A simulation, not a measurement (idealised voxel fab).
Process module, titled voxel gate over fins
FYI the section here is cut, 155 nm wide, cells are 5 nm squares.
In this document a cross-section is written as a grid of square cells. It is given as a series of bands, listed from the top down, and a band is one or more rows of cells.
Quick guide to a band line: top height, bottom height (nm) up front; then every material left to right with its width in nm. Only one material and it's marked "full width"? Then it fills the band edge to edge. And "blank" just means empty space.
The level at which height equals 0 is the one under which the wafer, as it arrives, is entirely one material. No lower edge exists for the bottom band, which continues downward and is notated as in "0 and below".
A width given as "30->40" starts at the first number in the band's top row and ends at the second number in its bottom row, shifting by an equal amount at every step from row to row.
"remained the same" after a step means that no cell of the cross-section changed.
Basically, "Trapped void list" tells you about the enclosed voids: empty spaces with no open way to the top, 8 cells or bigger, each written width x height at distance, where distance is from the left edge, all in nm.
Where a step's line continues beyond its settings, the continuation is a remark by the simulator itself on that step.
"overlay nm" denotes, for a step that has a mask, the displacement of the mask to the right of its planned place, with negative values corresponding to the left.

Process steps (planned)
1) RECEIVE: material Si
2) CONFORMAL_DEP: material SiN, thk nm 10
3) MASKED_ETCH: tone cover, mask id FINS, width nm 15, pitch nm 55, etch materials SiN, depth nm 10, overlay nm 0
4) MASKED_ETCH: tone cover, mask id FINS, width nm 15, pitch nm 55, etch materials Si, depth nm 35, overlay nm 0
5) FILL_DEP: material SiO2, thk nm 15
6) CMP: height nm 10
7) DIRECTIONAL_DEP: material aC, thk nm 10
8) PATTERN: tone open, mask id RAIL, material resist, width nm 15, thk nm 25, overlay nm -15
9) DIRECTIONAL_ETCH: etch materials aC, depth nm 10
10) STRIP: etch materials resist
11) DIRECTIONAL_ETCH: etch materials SiO2, depth nm 40
12) STRIP: etch materials aC
13) CONFORMAL_DEP: material TiN, thk nm 5
14) FILL_DEP: material Ru, thk nm 10
15) CMP: height nm 10
16) SELECTIVE_ETCH: etch materials W Ru TiN, depth nm 30
17) FILL_DEP: material SiO2, thk nm 5
18) CMP: height nm 10
19) SELECTIVE_ETCH: etch materials SiO2, depth nm 25
20) STRIP: etch materials SiN
21) CONFORMAL_DEP: material HfO2, thk nm 5
22) CONFORMAL_DEP: material TiN, thk nm 5
23) CONFORMAL_DEP: material TiAl, thk nm 5
24) CONFORMAL_DEP: material TiN, thk nm 5
25) FILL_DEP: material W, thk nm 10
26) CMP: height nm 25
27) CONFORMAL_DEP: material SiCN, thk nm 10
The wafers are alike at the start. At step 8, their overlay nm differs. The plan lists the first wafer's value.

The first of several wafers in cross-section, exactly as it reached us after step 1
0 and below: Si full width
Trapped void list: none

Once step 27, the last step, is complete, the module is at its end; this is the cross-section of the first of several wafers
35 down to 25: SiCN full width
25 down to 20: W full width
20 down to 15: TiN full width
15 down to 10: TiAl (45); TiN (10); TiAl (45); TiN (10); TiAl (45)
10 down to 5: TiAl (5); TiN (35); TiAl (5); TiN (10); TiAl (5); TiN (35); TiAl (5); TiN (10); TiAl (5); TiN (35); TiAl (5)
5 down to 0: TiAl (5); TiN (5); HfO2 (25); TiN (5); TiAl (5); TiN (10); TiAl (5); TiN (5); HfO2 (25); TiN (5); TiAl (5); TiN (10); TiAl (5); TiN (5); HfO2 (25); TiN (5); TiAl (5)
0 down to -5: TiAl (5); TiN (5); HfO2 (5); Si (15); HfO2 (5); TiN (5); TiAl (20); TiN (5); HfO2 (5); Si (15); HfO2 (5); TiN (5); TiAl (20); TiN (5); HfO2 (5); Si (15); HfO2 (5); TiN (5); TiAl (5)
-5 down to -10: TiN (10); HfO2 (5); Si (15); HfO2 (5); TiN (30); HfO2 (5); Si (15); HfO2 (5); TiN (30); HfO2 (5); Si (15); HfO2 (5); TiN (10)
-10 down to -15: HfO2 (15); Si (15); HfO2 (40); Si (15); HfO2 (40); Si (15); HfO2 (15)
-15 down to -20: SiO2 (15); Si (15); SiO2 (40); Si (15); SiO2 (40); Si (15); SiO2 (15)
-20 down to -30: SiO2 (15); Si (15); TiN (10); SiO2 (30); Si (15); SiO2 (40); Si (15); SiO2 (15)
-30 down to -35: SiO2 (15); Si (15); SiO2 (40); Si (15); SiO2 (40); Si (15); SiO2 (15)
-35 and below: Si full width
Trapped void list: none

Cross-sectional view of the final wafer of several at the module's end
35 down to 25: SiCN full width
25 down to 20: W full width
20 down to 15: TiN full width
15 down to 10: TiAl (45); TiN (10); TiAl (45); TiN (10); TiAl (45)
10 down to 5: TiAl (5); TiN (35); TiAl (5); TiN (10); TiAl (5); TiN (35); TiAl (5); TiN (10); TiAl (5); TiN (35); TiAl (5)
5 down to 0: TiAl (5); TiN (5); HfO2 (25); TiN (5); TiAl (5); TiN (10); TiAl (5); TiN (5); HfO2 (25); TiN (5); TiAl (5); TiN (10); TiAl (5); TiN (5); HfO2 (25); TiN (5); TiAl (5)
0 down to -5: TiAl (5); TiN (5); HfO2 (5); Si (15); HfO2 (5); TiN (5); TiAl (20); TiN (5); HfO2 (5); Si (15); HfO2 (5); TiN (5); TiAl (20); TiN (5); HfO2 (5); Si (15); HfO2 (5); TiN (5); TiAl (5)
-5 down to -10: TiN (10); HfO2 (5); Si (15); HfO2 (5); TiN (30); HfO2 (5); Si (15); HfO2 (5); TiN (30); HfO2 (5); Si (15); HfO2 (5); TiN (10)
-10 down to -15: HfO2 (15); Si (15); HfO2 (40); Si (15); HfO2 (40); Si (15); HfO2 (15)
-15 down to -20: SiO2 (15); Si (15); SiO2 (40); Si (15); SiO2 (40); Si (15); SiO2 (15)
-20 down to -25: SiO2 (15); Si (15); SiO2 (25); TiN (5); Ru (5); TiN (5); Si (15); SiO2 (40); Si (15); SiO2 (15)
-25 down to -30: SiO2 (15); Si (15); SiO2 (25); TiN (15); Si (15); SiO2 (40); Si (15); SiO2 (15)
-30 down to -35: SiO2 (15); Si (15); SiO2 (40); Si (15); SiO2 (40); Si (15); SiO2 (15)
-35 and below: Si full width
Trapped void list: none

Quick key for the table: a row per wafer, taken at the end of the module. For each material it tells you how many cells the wafer gained (+) or lost (-) since it came in, and the closed voids come after
overlay nm -15; +49 HfO2; -154 Si; +62 SiCN; +84 SiO2; +49 TiAl; +96 TiN; +31 W; Trapped void list: none
overlay nm -10; +49 HfO2; +1 Ru; -154 Si; +62 SiCN; +82 SiO2; +49 TiAl; +97 TiN; +31 W; Trapped void list: none
overlay nm -5; +49 HfO2; +1 Ru; -154 Si; +62 SiCN; +82 SiO2; +49 TiAl; +97 TiN; +31 W; Trapped void list: none
overlay nm 0; +49 HfO2; +1 Ru; -154 Si; +62 SiCN; +82 SiO2; +49 TiAl; +97 TiN; +31 W; Trapped void list: none
overlay nm 5; +49 HfO2; +1 Ru; -154 Si; +62 SiCN; +82 SiO2; +49 TiAl; +97 TiN; +31 W; Trapped void list: none
overlay nm 10; +49 HfO2; +1 Ru; -154 Si; +62 SiCN; +82 SiO2; +49 TiAl; +97 TiN; +31 W; Trapped void list: none
overlay nm 15; +49 HfO2; +1 Ru; -154 Si; +62 SiCN; +82 SiO2; +49 TiAl; +97 TiN; +31 W; Trapped void list: none
